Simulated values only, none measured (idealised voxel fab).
voxel released beams: a process module
We display cut, a cross-section 165 nm in width whose square cells are each 5 nm.
How to read a cross-section here: the picture is a grid of square cells, written as bands going from the top down, and any band can span one or more rows of cells. It is stipulated that each band's entry specify, in nanometres, the height of the top of the band and then that of its bottom, followed by the materials of the band in left-to-right sequence, each together with its width in nanometres. A single material marked by the word "throughout" is understood to fill the band from edge to edge; the word "empty" is understood to denote empty space. Heights are reckoned from 0. Under this level, the received wafer is all of one material. The bottommost band is open-ended downward, for example "0 and below". It should be noted that a width expressed as "30..40" varies in equal increments from row to row of cells within the band, taking the value of the first number at the top row and that of the second number at the bottom row. The cross-section has no changed cell in any step marked "nothing changed". For the entry "Tabulated closed voids", the listed items are empty spaces with no open way to the top whose size is 8 cells or more; each item follows the pattern width x height at distance, where distance is from the left edge and all three are in nm. Text after the settings on a step's line: the simulator's own remark on that step. Steps that use a mask can have "overlay nm" on their line. It says how far the mask sat to the right of where it was meant to be. Negative means to the left.
**The steps planned for the process are as follows**
1) RECEIVE: material Si
2) CONFORMAL_DEP: material Al2O3, thk nm 5
3) DIRECTIONAL_DEP: material SiO2, thk nm 20
4) PATTERN: tone open, mask id ANCHOR, material resist, width nm 35, thk nm 15, overlay nm 0
5) DIRECTIONAL_ETCH: etch materials SiO2, depth nm 20
6) STRIP: etch materials resist
7) CONFORMAL_DEP: material W, thk nm 10
8) DIRECTIONAL_DEP: material aC, thk nm 10
9) PATTERN: tone cover, mask id BEAM, material resist, width nm 120, thk nm 30, overlay nm 0
10) DIRECTIONAL_ETCH: etch materials aC, depth nm 10
11) STRIP: etch materials resist
12) DIRECTIONAL_ETCH: etch materials W, depth nm 10
13) STRIP: etch materials aC
14) STRIP: etch materials SiO2
**Cross-section of the wafer at receipt, which is the condition after step 1**
- 0 and below  Si throughout
- Tabulated closed voids: none
**This is how the wafer looks in cross-section once the module is done, given the starting state and plan above and one mistake in carrying the plan out**
- 30 down to 20  20 of empty, 15 of W, 15 of empty, 90 of W, 25 of empty
- 20 down to 10  25 of empty, 10 of W, 15 of empty, 10 of W, 105 of empty
- 10 down to 0  25 of empty, 35 of W, 105 of empty
- 0 and below  Si throughout
- Tabulated closed voids: none
Plan not followed: execution of step 2 of the plan did not take place, the step having been omitted
